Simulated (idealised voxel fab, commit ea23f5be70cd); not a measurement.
Process module, titled voxel self aligned contacts
The cross-section shown here is cut; it is 255 nm wide and divided into square cells measuring 5 nm on a side.
The cross-sections in this document take the form of a grid made of square cells. They are written out as bands, in order from top to bottom. Each band consists of one or more rows of cells.
For a band, the entry starts with two heights in nm, that of the top and then that of the bottom, and carries on with the band's materials in order from left to right, each alongside its width in nm; the word "all across" beside a single material means it fills the band edge to edge, and "air" means empty space.
Where do heights start? At 0: under that level the wafer as delivered is made of one material only. And the lowest band has no floor; it just carries on downward, as in "z 0 and below".
Width spec "30->40" -> top row of cells at first value, bottom row at second value, equal per-row change in between.
No cell of the cross-section changed in a step that is given as "remained unchanged".
"Unvented voids" - sealed voids, min. 8 cells, no opening to top; format: width x height at distance (distance from left edge; nm throughout).
Heads up: the bit after the settings on a step's line is the simulator's remark on that step.
If you see "overlay nm" on a step's line and that step has a mask, it's telling you how far right of where it was planned the mask ended up; a negative number means it went left instead.

## The planned process steps are enumerated hereunder
1: RECEIVE, material Si
2: OXIDIZE, depth nm 5
3: DIRECTIONAL_DEP, material polySi, thk nm 20
4: DIRECTIONAL_DEP, material SiN, thk nm 25
5: DIRECTIONAL_DEP, material aC, thk nm 10
6: PATTERN, tone cover, mask id GATE, material resist, width nm 30, pitch nm 65, thk nm 25, overlay nm 0
7: DIRECTIONAL_ETCH, etch materials aC, depth nm 10
8: STRIP, etch materials resist
9: DIRECTIONAL_ETCH, etch materials SiN, depth nm 25
10: DIRECTIONAL_ETCH, etch materials polySi, depth nm 20
11: STRIP, etch materials aC
12: CONFORMAL_DEP, material SiN, thk nm 10
13: DIRECTIONAL_ETCH, etch materials SiN, depth nm 10
14: FILL_DEP, material SiO2, thk nm 10
15: CMP, height nm 50
16: MASKED_ETCH, tone open, mask id CONTACT, width nm 45, etch materials SiO2, depth nm 55, overlay nm 0
17: CONFORMAL_DEP, material TiN, thk nm 5
18: FILL_DEP, material Ru, thk nm 5
19: CMP, height nm 50
20: CONFORMAL_DEP, material SiCN, thk nm 5

## Of two wafers, the first: run according to plan

## As received (post step 1): cross-section
	z 0 and below  Si all across
	Unvented voids: none

## Wafer xsec, post step 2
	z 0 to -5  SiO2 all across
	Under -5: no change, same as before.

## Wafer xsec, post step 3
	z 20 to 0  polySi all across
	Under 0: no change, same as before.

## Wafer xsec, post step 4
	z 45 to 20  SiN all across
	Under 20: no change, same as before.

## Wafer xsec, post step 5
	z 55 to 45  aC all across
	Under 45: no change, same as before.

## Wafer xsec, post step 6
	z 80 to 55  air 80 nm, then resist 30 nm, then air 35 nm, then resist 30 nm, then air 80 nm
	Under 55: no change, same as before.

## Wafer xsec, post step 7
	z 70 to 55  air 80 nm, then resist 30 nm, then air 35 nm, then resist 30 nm, then air 80 nm
	z 55 to 45  air 80 nm, then aC 30 nm, then air 35 nm, then aC 30 nm, then air 80 nm
	Under 45: no change, same as before.

## Wafer xsec, post step 8
	z 55 to 45  air 80 nm, then aC 30 nm, then air 35 nm, then aC 30 nm, then air 80 nm
	Under 45: no change, same as before.

## Wafer xsec, post step 9
	z 55 to 45  air 80 nm, then aC 30 nm, then air 35 nm, then aC 30 nm, then air 80 nm
	z 45 to 20  air 80 nm, then SiN 30 nm, then air 35 nm, then SiN 30 nm, then air 80 nm
	Under 20: no change, same as before.

## Wafer xsec, post step 10
	z 55 to 45  air 80 nm, then aC 30 nm, then air 35 nm, then aC 30 nm, then air 80 nm
	z 45 to 20  air 80 nm, then SiN 30 nm, then air 35 nm, then SiN 30 nm, then air 80 nm
	z 20 to 0  air 80 nm, then polySi 30 nm, then air 35 nm, then polySi 30 nm, then air 80 nm
	Under 0: no change, same as before.

## Wafer xsec, post step 11
	z 45 to 20  air 80 nm, then SiN 30 nm, then air 35 nm, then SiN 30 nm, then air 80 nm
	Under 20: no change, same as before.

## Wafer xsec, post step 12
	z 55 to 20  air 70 nm, then SiN 50 nm, then air 15 nm, then SiN 50 nm, then air 70 nm
	z 20 to 10  air 70 nm, then SiN 10 nm, then polySi 30 nm, then SiN 10 nm, then air 15 nm, then SiN 10 nm, then polySi 30 nm, then SiN 10 nm, then air 70 nm
	z 10 to 0  SiN 80 nm, then polySi 30 nm, then SiN 35 nm, then polySi 30 nm, then SiN 80 nm
	Under 0: no change, same as before.

## Wafer xsec, post step 13
	z 45 to 20  air 70 nm, then SiN 50 nm, then air 15 nm, then SiN 50 nm, then air 70 nm
	z 20 to 0  air 70 nm, then SiN 10 nm, then polySi 30 nm, then SiN 10 nm, then air 15 nm, then SiN 10 nm, then polySi 30 nm, then SiN 10 nm, then air 70 nm
	Under 0: no change, same as before.

## Wafer xsec, post step 14
	z 55 to 45  SiO2 all across
	z 45 to 20  SiO2 70 nm, then SiN 50 nm, then SiO2 15 nm, then SiN 50 nm, then SiO2 70 nm
	z 20 to 0  SiO2 70 nm, then SiN 10 nm, then polySi 30 nm, then SiN 10 nm, then SiO2 15 nm, then SiN 10 nm, then polySi 30 nm, then SiN 10 nm, then SiO2 70 nm
	Under 0: no change, same as before.

## Wafer xsec, post step 15
	z 50 to 45  SiO2 all across
	Under 45: no change, same as before.

## Wafer xsec, post step 16
	z 50 to 45  SiO2 105 nm, then air 45 nm, then SiO2 105 nm
	z 45 to 20  SiO2 70 nm, then SiN 50 nm, then air 15 nm, then SiN 50 nm, then SiO2 70 nm
	z 20 to 0  SiO2 70 nm, then SiN 10 nm, then polySi 30 nm, then SiN 10 nm, then air 15 nm, then SiN 10 nm, then polySi 30 nm, then SiN 10 nm, then SiO2 70 nm
	z 0 to -5  SiO2 120 nm, then air 15 nm, then SiO2 120 nm
	Under -5: no change, same as before.

## Wafer xsec, post step 17
	z 55 to 50  TiN 110 nm, then air 35 nm, then TiN 110 nm
	z 50 to 45  SiO2 105 nm, then TiN 20 nm, then air 5 nm, then TiN 20 nm, then SiO2 105 nm
	z 45 to 20  SiO2 70 nm, then SiN 50 nm, then TiN 5 nm, then air 5 nm, then TiN 5 nm, then SiN 50 nm, then SiO2 70 nm
	z 20 to 0  SiO2 70 nm, then SiN 10 nm, then polySi 30 nm, then SiN 10 nm, then TiN 5 nm, then air 5 nm, then TiN 5 nm, then SiN 10 nm, then polySi 30 nm, then SiN 10 nm, then SiO2 70 nm
	z 0 to -5  SiO2 120 nm, then TiN 15 nm, then SiO2 120 nm
	Under -5: no change, same as before.

## Wafer xsec, post step 18
	z 60 to 55  Ru all across
	z 55 to 50  TiN 110 nm, then Ru 35 nm, then TiN 110 nm
	z 50 to 45  SiO2 105 nm, then TiN 20 nm, then Ru 5 nm, then TiN 20 nm, then SiO2 105 nm
	z 45 to 20  SiO2 70 nm, then SiN 50 nm, then TiN 5 nm, then Ru 5 nm, then TiN 5 nm, then SiN 50 nm, then SiO2 70 nm
	z 20 to 0  SiO2 70 nm, then SiN 10 nm, then polySi 30 nm, then SiN 10 nm, then TiN 5 nm, then Ru 5 nm, then TiN 5 nm, then SiN 10 nm, then polySi 30 nm, then SiN 10 nm, then SiO2 70 nm
	Under 0: no change, same as before.

## Wafer xsec, post step 19
	z 50 to 45  SiO2 105 nm, then TiN 20 nm, then Ru 5 nm, then TiN 20 nm, then SiO2 105 nm
	Under 45: no change, same as before.

## Wafer xsec, post step 20
	z 55 to 50  SiCN all across
	Under 50: no change, same as before.

## second wafer: like start, like plan, one mistake. Through step 3 it matches the first wafer

## Cross-section of the second wafer at the time by which step 4 should have been completed according to the plan
	z 70 to 20  SiN all across
	Under 20: no change, same as before.

## Cross-section of the second wafer at the time by which step 5 should have been completed according to the plan
	z 80 to 70  aC all across
	Under 70: no change, same as before.

## Cross-section of the second wafer at the time by which step 6 should have been completed according to the plan
	z 105 to 80  air 80 nm, then resist 30 nm, then air 35 nm, then resist 30 nm, then air 80 nm
	Under 80: no change, same as before.

## Cross-section of the second wafer at the time by which step 7 should have been completed according to the plan
	z 95 to 80  air 80 nm, then resist 30 nm, then air 35 nm, then resist 30 nm, then air 80 nm
	z 80 to 70  air 80 nm, then aC 30 nm, then air 35 nm, then aC 30 nm, then air 80 nm
	Under 70: no change, same as before.

## Cross-section of the second wafer at the time by which step 8 should have been completed according to the plan
	z 80 to 70  air 80 nm, then aC 30 nm, then air 35 nm, then aC 30 nm, then air 80 nm
	Under 70: no change, same as before.

## Cross-section of the second wafer at the time by which step 9 should have been completed according to the plan
	z 80 to 70  air 80 nm, then aC 30 nm, then air 35 nm, then aC 30 nm, then air 80 nm
	z 70 to 45  air 80 nm, then SiN 30 nm, then air 35 nm, then SiN 30 nm, then air 80 nm
	Under 45: no change, same as before.

Cross-section of the second wafer at the time by which step 10 should have been completed according to the plan: remained unchanged

## Cross-section of the second wafer at the time by which step 11 should have been completed according to the plan
	z 70 to 45  air 80 nm, then SiN 30 nm, then air 35 nm, then SiN 30 nm, then air 80 nm
	Under 45: no change, same as before.

## Cross-section of the second wafer at the time by which step 12 should have been completed according to the plan
	z 80 to 55  air 70 nm, then SiN 50 nm, then air 15 nm, then SiN 50 nm, then air 70 nm
	z 55 to 20  SiN all across
	Under 20: no change, same as before.

## Cross-section of the second wafer at the time by which step 13 should have been completed according to the plan
	z 70 to 45  air 70 nm, then SiN 50 nm, then air 15 nm, then SiN 50 nm, then air 70 nm
	Under 45: no change, same as before.

## Cross-section of the second wafer at the time by which step 14 should have been completed according to the plan
	z 80 to 70  SiO2 all across
	z 70 to 45  SiO2 70 nm, then SiN 50 nm, then SiO2 15 nm, then SiN 50 nm, then SiO2 70 nm
	Under 45: no change, same as before.

## Cross-section of the second wafer at the time by which step 15 should have been completed according to the plan
	z 50 to 45  SiO2 70 nm, then SiN 50 nm, then SiO2 15 nm, then SiN 50 nm, then SiO2 70 nm
	Under 45: no change, same as before.

## Cross-section of the second wafer at the time by which step 16 should have been completed according to the plan
	z 50 to 45  SiO2 70 nm, then SiN 50 nm, then air 15 nm, then SiN 50 nm, then SiO2 70 nm
	Under 45: no change, same as before.

## Cross-section of the second wafer at the time by which step 17 should have been completed according to the plan
	z 55 to 50  TiN 125 nm, then air 5 nm, then TiN 125 nm
	z 50 to 45  SiO2 70 nm, then SiN 50 nm, then TiN 15 nm, then SiN 50 nm, then SiO2 70 nm
	Under 45: no change, same as before.

## Cross-section of the second wafer at the time by which step 18 should have been completed according to the plan
	z 60 to 55  Ru all across
	z 55 to 50  TiN 125 nm, then Ru 5 nm, then TiN 125 nm
	Under 50: no change, same as before.

## Cross-section of the second wafer at the time by which step 19 should have been completed according to the plan
	z 50 to 45  SiO2 70 nm, then SiN 50 nm, then TiN 15 nm, then SiN 50 nm, then SiO2 70 nm
	Under 45: no change, same as before.

## Cross-section of the second wafer at the time by which step 20 should have been completed according to the plan
	z 55 to 50  SiCN all across
	Under 50: no change, same as before.
Plan not followed: plan step 4 was conducted twice
Per the end-of-run cell counts, the second wafer holds more or fewer of some materials than the first: Ru -10, SiN +143, SiO2 -263, TiN -26, polySi +156
